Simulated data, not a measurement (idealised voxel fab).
voxel released beams: a process module
Square cells of 5 nm make up the cross-section cut, whose width is 245 nm.
Throughout this document, each cross-section is represented as a grid of square cells and is presented as a sequence of bands enumerated from the top downward, where a band comprises one or more rows of cells. Top height, bottom height, nm. Materials left to right, width each, nm. Single material + "everywhere" = fills band edge to edge. "blank" = empty. Heads up on the height convention: 0 is the point under which the incoming wafer is all one material, and the lowest band has no bottom, it just keeps going down, like "0..down". A two-number width, for instance "30..40", indicates that the width is equal to the first number in the top row of the band and to the second number in the bottom row, and that it changes by a constant amount per row of cells. You'll sometimes find "identical to before" written for a step, and that's the way of saying that nowhere in the cross-section did a cell change during that step. "Closed void catalog" contains a list of empty spaces, each no smaller than 8 cells and without an open way to the top, written in the form width x height at distance with the distance from the left edge and all three in nm. On a step's line, text after the settings is the simulator commenting on that step. overlay nm: right-of-plan distance of the mask on a masked step; negative values mean left-of-plan.
The steps planned for the process are as follows:
1. RECEIVE,material Si
2. CONFORMAL_DEP,material Al2O3,thk nm 10
3. DIRECTIONAL_DEP,material SiO2,thk nm 10
4. DIRECTIONAL_DEP,material aC,thk nm 10
5. PATTERN,tone open,mask id ANCHOR,material resist,width nm 35,thk nm 25,overlay nm 0
6. DIRECTIONAL_ETCH,etch materials aC,depth nm 10
7. STRIP,etch materials resist
8. DIRECTIONAL_ETCH,etch materials SiO2,depth nm 10
9. STRIP,etch materials aC
10. CONFORMAL_DEP,material W,thk nm 15
11. DIRECTIONAL_DEP,material aC,thk nm 15
12. PATTERN,tone cover,mask id BEAM,material resist,width nm 105,thk nm 30,overlay nm 0
13. DIRECTIONAL_ETCH,etch materials aC,depth nm 15
14. STRIP,etch materials resist
15. DIRECTIONAL_ETCH,etch materials W,depth nm 15
16. STRIP,etch materials aC
17. STRIP,etch materials SiO2
Cross-sectional view of the wafer in its as-received condition, corresponding to the state after step 1:
	0..down  Si everywhere
	Closed void catalog: none
Final wafer profile in cross-section after the module, from the same start and plan as above, with one mistake made during processing:
	35..25  blank: 65 / W: 55 / blank: 125
	25..20  blank: 65 / W: 105 / blank: 75
	20..10  blank: 55 / W: 15 / SiO2: 35 / W: 65 / blank: 75
	10..0  Al2O3 everywhere
	0..down  Si everywhere
	Closed void catalog: none
Here's what went sideways: for step 5, the planned setting was not used; the step was instead run as PATTERN,tone cover,mask id ANCHOR,material resist,width nm 35,thk nm 25,overlay nm 0
